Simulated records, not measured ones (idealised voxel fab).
The following is a process module called voxel ribs on slabs.
For reference, the cross-section in this document is cut, with width 270 nm and square cells of 5 nm.
A cross-section in this document is a grid of square cells, and it is written down as bands, the top band listed before the ones below it; a band is made up of one or more rows of cells. Heads up on the band format: heights come first, top then bottom, in nm. After that it's the materials left to right, each with its width in nm. A single material flagged "full width" fills the whole band edge to edge, and "empty" means there's empty space there. Where do heights start? At 0: under that level the wafer as delivered is made of one material only. And the lowest band has no floor; it just carries on downward, as in "0 -> down". A width such as "30 to 40" changes by the same amount from each row of cells to the next, from the band's top row to its bottom row. A step reported as "remains unaltered" is a step in which no cell of the cross-section changed. In the "Voids, sealed" entry, you get each enclosed empty space of 8 cells or more, one with no open way to the top, written width x height at distance, distance from the left edge, in nm. The remark found on a step's line after its settings is issued by the simulator itself and pertains to that step. Steps that use a mask can have "overlay nm" on their line. It says how far the mask sat to the right of where it was meant to be. Negative means to the left.

-- Process steps foreseen in the plan
1,op RECEIVE | material Si
2,op DIRECTIONAL_DEP | material SiO2 | thk nm 20
3,op DIRECTIONAL_DEP | material polySi | thk nm 15
4,op MASKED_ETCH | tone cover | mask id RIB | width nm 20 | etch materials polySi | depth nm 5 | overlay nm 0
5,op DIRECTIONAL_DEP | material aC | thk nm 10
6,op PATTERN | tone cover | mask id SLAB | material resist | width nm 50 | thk nm 25 | overlay nm 0
7,op DIRECTIONAL_ETCH | etch materials aC | depth nm 10
8,op STRIP | etch materials resist
9,op DIRECTIONAL_ETCH | etch materials polySi | depth nm 10
10,op STRIP | etch materials aC
11,op FILL_DEP | material SiO2 | thk nm 25
12,op CMP | height nm 50
13,op DIRECTIONAL_DEP | material W | thk nm 5
14,op DIRECTIONAL_DEP | material aC | thk nm 10
15,op PATTERN | tone cover | mask id HEATER | material resist | width nm 30 | thk nm 30 | overlay nm 0
16,op DIRECTIONAL_ETCH | etch materials aC | depth nm 10
17,op STRIP | etch materials resist
18,op DIRECTIONAL_ETCH | etch materials W | depth nm 5
19,op STRIP | etch materials aC
20,op CONFORMAL_DEP | material SiN | thk nm 10

-- as received, after step 1
0 -> down: Si full width
Voids, sealed: none

-- First of two wafers at the end of the module, shown in cross-section; run carried out as planned
65 -> 60: 110 empty | 50 SiN | 110 empty
60 -> 55: SiN full width
55 -> 50: 120 SiN | 30 W | 120 SiN
50 -> 35: SiO2 full width
35 -> 30: 125 SiO2 | 20 polySi | 125 SiO2
30 -> 20: 110 SiO2 | 50 polySi | 110 SiO2
20 -> 0: SiO2 full width
0 -> down: Si full width
Voids, sealed: none

-- Wafer two, end of module, cross-section. Same start, same plan as wafer one. One mistake in the run
65 -> 60: 110 empty | 50 SiN | 110 empty
60 -> 55: SiN full width
55 -> 50: 120 SiN | 30 W | 120 SiN
50 -> 30: SiO2 full width
30 -> 25: 110 polySi | 50 SiO2 | 110 polySi
25 -> 20: 110 polySi | 15 SiO2 | 20 polySi | 15 SiO2 | 110 polySi
20 -> 0: SiO2 full width
0 -> down: Si full width
Voids, sealed: none
Error vs. plan: so step 6 ended up running with a different setting than we planned, it ran as op PATTERN | tone open | mask id SLAB | material resist | width nm 50 | thk nm 25 | overlay nm 0
The closing comparison, in cells, has the second wafer with more or fewer of some materials than the first: -68 SiO2 | +68 polySi
